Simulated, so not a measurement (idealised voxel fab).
process module | voxel self aligned contacts
cross-section cut | 290 nm wide | cells 5 nm
A cross-section is a grid of square cells, given in bands from the top down. A band is one or more rows of cells.
Each band's line starts with the height of the band's top and of its bottom, in nm. Then come its materials from left to right, each with its width in nm. One material with "throughout" fills the band from edge to edge. "air" is empty space.
Height 0 is the level under which the wafer as received is all one material. The lowest band goes on downwards, as in "0 down".
A width such as "30 to 40" changes by the same amount from each row of cells to the next, from the band's top row to its bottom row.
"no change" after a step means that no cell of the cross-section changed.
closed voids: empty space of 8 cells or more with no open way to the top, each as width x height at its distance from the left edge, in nm
after a step's settings: what the simulator itself notes on the step
overlay nm, on a step with a mask: how far to the right of its planned place the mask lay; to the left if negative
plan
1 op RECEIVE | material Si
2 op CONFORMAL_DEP | material SiO2 | thk nm 5
3 op DIRECTIONAL_DEP | material polySi | thk nm 25
4 op DIRECTIONAL_DEP | material SiN | thk nm 25
5 op PATTERN | tone cover | mask id GATE | material resist | width nm 25 | pitch nm 60 | thk nm 15 | overlay nm 0
6 op DIRECTIONAL_ETCH | etch materials SiN | depth nm 25
7 op DIRECTIONAL_ETCH | etch materials polySi | depth nm 25
8 op STRIP | etch materials resist
9 op CONFORMAL_DEP | material SiN | thk nm 10
10 op DIRECTIONAL_ETCH | etch materials SiN | depth nm 10
11 op FILL_DEP | material SiO2 | thk nm 15
12 op CMP | height nm 65
13 op DIRECTIONAL_DEP | material aC | thk nm 10
14 op PATTERN | tone open | mask id CONTACT | material resist | width nm 35 | pitch nm 60 | thk nm 30 | overlay nm 0
15 op DIRECTIONAL_ETCH | etch materials aC | depth nm 10
16 op STRIP | etch materials resist
17 op DIRECTIONAL_ETCH | etch materials SiO2 | depth nm 65
18 op STRIP | etch materials aC
19 op CONFORMAL_DEP | material TiN | thk nm 5
20 op FILL_DEP | material W | thk nm 10
21 op CMP | height nm 65
22 op CONFORMAL_DEP | material SiCN | thk nm 5
varied across the wafers: width nm of step 14. The plan shows the first wafer's value. All wafers start alike
first wafer as received, after step 1
  0 down: Si throughout
  closed voids: none
each wafer at the end: cells of each material gained (+) or lost (-) since it was received, then its closed voids
width nm 35 | +58 SiCN | +195 SiN | +390 SiO2 | +62 TiN | +32 W | +75 polySi | closed voids: none
width nm 40 | +58 SiCN | +195 SiN | +386 SiO2 | +64 TiN | +34 W | +75 polySi | closed voids: none
width nm 45 | +58 SiCN | +195 SiN | +382 SiO2 | +66 TiN | +36 W | +75 polySi | closed voids: none
